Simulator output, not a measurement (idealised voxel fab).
This section sets out a process module, namely voxel wiring stack.
We display cut, a cross-section 245 nm in width whose square cells are each 5 nm.
Cross-section, as written here: a square-cell grid given band by band from the top down, where a band holds one or more rows of cells. Band entry format. Leading values: height of top, height of bottom, nm. Remainder: materials in left-to-right order, each with its width in nm. Special words: "full width" on a single material, which then fills the band edge to edge; "blank", empty space. For the purposes of this specification, 0 denotes the height below which the wafer in its as-received condition is composed wholly of one material, and the lowermost band, lacking a lower limit, extends downward without end, as expressed in "from 0 down". The width entry "30 to 40" should be interpreted row by row: the top row of cells in the band takes the first number, the bottom row takes the second number, and the change between adjacent rows is uniform throughout. A step reported as "nothing got changed" is a step in which no cell of the cross-section changed. The list in "Enclosed voids" covers empty spaces of 8 cells or more that cannot reach the top through any open way, and it gives each as width x height at distance; the distance is from the left edge, and width, height and distance are in nm. Anything after a step's settings on that line? It's the simulator's own note about the step. overlay nm: where the mask lay relative to plan, measured to the right, on steps with a mask; negatives go left.

### The following list gives the planned process steps
1,RECEIVE (material Si)
2,CONFORMAL_DEP (material SiO2; thk nm 15)
3,CONFORMAL_DEP (material SiN; thk nm 5)
4,DIRECTIONAL_DEP (material SiO2; thk nm 20)
5,DIRECTIONAL_DEP (material aC; thk nm 15)
6,PATTERN (tone open; mask id METAL_1; material resist; width nm 20; pitch nm 45; thk nm 30; overlay nm 0)
7,DIRECTIONAL_ETCH (etch materials aC; depth nm 15)
8,STRIP (etch materials resist)
9,DIRECTIONAL_ETCH (etch materials SiO2; depth nm 20)
10,DIRECTIONAL_ETCH (etch materials SiN; depth nm 5)
11,STRIP (etch materials aC)
12,CONFORMAL_DEP (material TiN; thk nm 5)
13,FILL_DEP (material W; thk nm 10)
14,CMP (height nm 40)
15,EPI (material Ru; thk nm 5)
16,FILL_DEP (material SiCN; thk nm 5)
17,DIRECTIONAL_DEP (material lowk; thk nm 30)
18,PATTERN (tone open; mask id METAL_2; material resist; width nm 20; pitch nm 45; thk nm 15; overlay nm 0)
19,DIRECTIONAL_ETCH (etch materials lowk; depth nm 15)
20,STRIP (etch materials resist)
21,DIRECTIONAL_DEP (material aC; thk nm 10)
22,PATTERN (tone open; mask id METAL_2_HOLES; material resist; width nm 15; pitch nm 45; thk nm 30; overlay nm 0)
23,DIRECTIONAL_ETCH (etch materials aC; depth nm 10)
24,STRIP (etch materials resist)
25,DIRECTIONAL_ETCH (etch materials lowk; depth nm 15)
26,DIRECTIONAL_ETCH (etch materials SiCN; depth nm 5)
27,STRIP (etch materials aC)
28,CONFORMAL_DEP (material TiN; thk nm 5)
29,FILL_DEP (material Ru; thk nm 5)
30,CMP (height nm 80)
31,CONFORMAL_DEP (material SiCN; thk nm 5)
32,DIRECTIONAL_DEP (material lowk; thk nm 30)
33,MASKED_ETCH (tone open; mask id METAL_3_HOLES; width nm 15; pitch nm 45; etch materials lowk; depth nm 30; overlay nm 0)
34,MASKED_ETCH (tone open; mask id METAL_3; width nm 20; pitch nm 45; etch materials lowk; depth nm 15; overlay nm 0)
35,MASKED_ETCH (tone open; mask id METAL_3; width nm 20; pitch nm 45; etch materials SiCN; depth nm 5; overlay nm 0)
36,CONFORMAL_DEP (material TiN; thk nm 5)
37,FILL_DEP (material Ru; thk nm 10)
38,CMP (height nm 115)
39,CONFORMAL_DEP (material SiCN; thk nm 5)
40,DIRECTIONAL_DEP (material SiO2; thk nm 35)
41,DIRECTIONAL_DEP (material aC; thk nm 10)
42,PATTERN (tone open; mask id METAL_4; material resist; width nm 20; pitch nm 45; thk nm 25; overlay nm 0)
43,DIRECTIONAL_ETCH (etch materials aC; depth nm 10)
44,STRIP (etch materials resist)
45,DIRECTIONAL_ETCH (etch materials SiO2; depth nm 20)
46,STRIP (etch materials aC)
47,MASKED_ETCH (tone open; mask id METAL_4_HOLES; width nm 15; pitch nm 45; etch materials SiO2; depth nm 15; overlay nm 0)
48,MASKED_ETCH (tone open; mask id METAL_4_HOLES; width nm 15; pitch nm 45; etch materials SiCN; depth nm 5; overlay nm 0)
49,CONFORMAL_DEP (material TiN; thk nm 5)
50,FILL_DEP (material Cu; thk nm 5)
51,CMP (height nm 155)
52,CONFORMAL_DEP (material SiN; thk nm 5)
Keep in mind the plan's value for the width nm of step 22 comes from the first wafer; the wafers don't share that setting, but they do share the same starting point.

### Step 1 complete: as-received cross-section of the first of several wafers
- from 0 down = Si full width
- Enclosed voids: none

### Basically each wafer gets a line in the table, showing it at the end of the module: material by material, the cells it gained (+) or lost (-) since we got it, then its closed voids
width nm 15; +40 Cu; +88 Ru; +136 SiCN; +82 SiN; +522 SiO2; +248 TiN; +32 W; +420 lowk; Enclosed voids: none
width nm 20; +40 Cu; +104 Ru; +132 SiCN; +82 SiN; +522 SiO2; +248 TiN; +32 W; +408 lowk; Enclosed voids: none
width nm 25; +40 Cu; +112 Ru; +132 SiCN; +82 SiN; +522 SiO2; +252 TiN; +32 W; +396 lowk; Enclosed voids: none
width nm 30; +40 Cu; +120 Ru; +132 SiCN; +82 SiN; +522 SiO2; +256 TiN; +32 W; +384 lowk; Enclosed voids: none
